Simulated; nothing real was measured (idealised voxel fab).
The process module that follows is named voxel spacer lines.
Pictured: cross-section cut, 250 nm wide, on a grid of 5 nm square cells.
If you're reading a cross-section in this doc, picture square cells in a grid; it comes to you as bands, top ones listed first down to the bottom, and a band can be one or more rows of cells. In this notation a band is specified by the heights of its top and bottom, in that order and in nm, after which its materials appear from left to right, each paired with its width in nm. The word "edge to edge" attached to a single material means that material fills the band from edge to edge; the word "blank" stands for empty space. Height datum 0, below which the as-received substrate wafer is one material. Lowest band open at the bottom, running downward: "top 0, no bottom". When a width is written as two numbers, as in "30->40", the first number is the width in the top row of cells of the band and the second is the width in its bottom row, and the width changes by the same amount from each row to the next. "remained unchanged" means the step left every cell of the cross-section as it was. "Fully sealed cavities": empty spaces of 8 cells or more with no open way to the top, each given as width x height at distance, distance from the left edge, all in nm. The remark found on a step's line after its settings is issued by the simulator itself and pertains to that step. Steps that use a mask can have "overlay nm" on their line. It says how far the mask sat to the right of where it was meant to be. Negative means to the left.

Process steps foreseen in the plan
- 1: RECEIVE | material Si
- 2: CONFORMAL_DEP | material Al2O3 | thk nm 10
- 3: DIRECTIONAL_DEP | material W | thk nm 10
- 4: DIRECTIONAL_DEP | material aC | thk nm 25
- 5: PATTERN | tone cover | mask id MANDREL | material resist | width nm 15 | pitch nm 60 | thk nm 30 | overlay nm 0
- 6: DIRECTIONAL_ETCH | etch materials aC | depth nm 25
- 7: STRIP | etch materials resist
- 8: CONFORMAL_DEP | material SiO2 | thk nm 15
- 9: DIRECTIONAL_ETCH | etch materials SiO2 | depth nm 15
- 10: STRIP | etch materials aC
- 11: DIRECTIONAL_ETCH | etch materials W | depth nm 10
- 12: STRIP | etch materials SiO2
- 13: FILL_DEP | material SiO2 | thk nm 10
- 14: CMP | height nm 20

Shown in cross-section is the wafer as received, that is, as it stands after step 1
top 0, no bottom  Si edge to edge
Fully sealed cavities: none

Result of the module, cross-sectioned: start per above, plan per above, one error in how it was run
top 20, bottom 10  80 nm SiO2  15 nm W  15 nm SiO2  15 nm W  15 nm SiO2  15 nm W  15 nm SiO2  15 nm W  65 nm SiO2
top 10, bottom 0  Al2O3 edge to edge
top 0, no bottom  Si edge to edge
Fully sealed cavities: none
What broke from the plan during processing? rather than as planned, step 5 actually ran as PATTERN | tone cover | mask id MANDREL | material resist | width nm 15 | pitch nm 60 | thk nm 30 | overlay nm 10
